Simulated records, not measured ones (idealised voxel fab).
The following process module bears the name voxel ribs on slabs.
The width of the displayed cross-section, cut, is 160 nm; its cells are square, with a size of 5 nm.
Reading order for cross-sections: top band down to bottom band. Underlying form: a grid of square cells. Band size: one or more rows of cells.
Within each band entry, the heights of the top and of the bottom of the band appear first, in that order and in nm; the materials of the band then follow from left to right, each with its corresponding width in nm. The designation "full width" on a single material indicates that it fills the band from edge to edge; the designation "empty" indicates empty space.
Heights are measured from 0, the level below which the as-received wafer is all one material; the lowest band has no bottom and continues downward, written as in "0 nm and below".
A two-number width, for instance "30->40", indicates that the width is equal to the first number in the top row of the band and to the second number in the bottom row, and that it changes by a constant amount per row of cells.
"no alteration" (step): cross-section cells unchanged, all of them.
Empty spaces without an open route to the top, at least 8 cells in extent, make up the entry "Sealed void list"; each is given as width x height at distance, where the distance is measured from the left edge, and all are in nm.
after a step's settings: what the simulator itself notes on the step
overlay nm, on a step with a mask: how far to the right of its planned place the mask lay; to the left if negative

-- Below is the list of planned process steps
1 op RECEIVE | material Si
2 op DIRECTIONAL_DEP | material SiO2 | thk nm 20
3 op DIRECTIONAL_DEP | material polySi | thk nm 20
4 op PATTERN | tone cover | mask id RIB | material resist | width nm 30 | thk nm 15 | overlay nm 0
5 op DIRECTIONAL_ETCH | etch materials polySi | depth nm 5
6 op STRIP | etch materials resist
7 op PATTERN | tone cover | mask id SLAB | material resist | width nm 60 | thk nm 20 | overlay nm 0
8 op DIRECTIONAL_ETCH | etch materials polySi | depth nm 15
9 op STRIP | etch materials resist
10 op FILL_DEP | material SiO2 | thk nm 20
11 op CMP | height nm 50
12 op DIRECTIONAL_DEP | material TiN | thk nm 10
13 op PATTERN | tone cover | mask id HEATER | material resist | width nm 40 | thk nm 15 | overlay nm 0
14 op DIRECTIONAL_ETCH | etch materials TiN | depth nm 5
15 op STRIP | etch materials resist
16 op CONFORMAL_DEP | material SiO2 | thk nm 5
Across this set of wafers, the varied parameter is the depth nm of step 14. Starting conditions are identical for every wafer, and the plan reports the value assigned to the first wafer.

-- Cross-section of the first of several wafers as received (after step 1)
	0 nm and below = Si full width
	Sealed void list: none

-- Tabulated below, wafer by wafer, are the end-of-module results: for each material, the number of cells gained (+) or lost (-) relative to the as-received state, followed by the closed voids
depth nm 5 | +312 SiO2 | +40 TiN | +42 polySi | Sealed void list: none
depth nm 10 | +314 SiO2 | +16 TiN | +42 polySi | Sealed void list: none
depth nm 15 | +314 SiO2 | +16 TiN | +42 polySi | Sealed void list: none
depth nm 20 | +314 SiO2 | +16 TiN | +42 polySi | Sealed void list: none
depth nm 25 | +314 SiO2 | +16 TiN | +42 polySi | Sealed void list: none
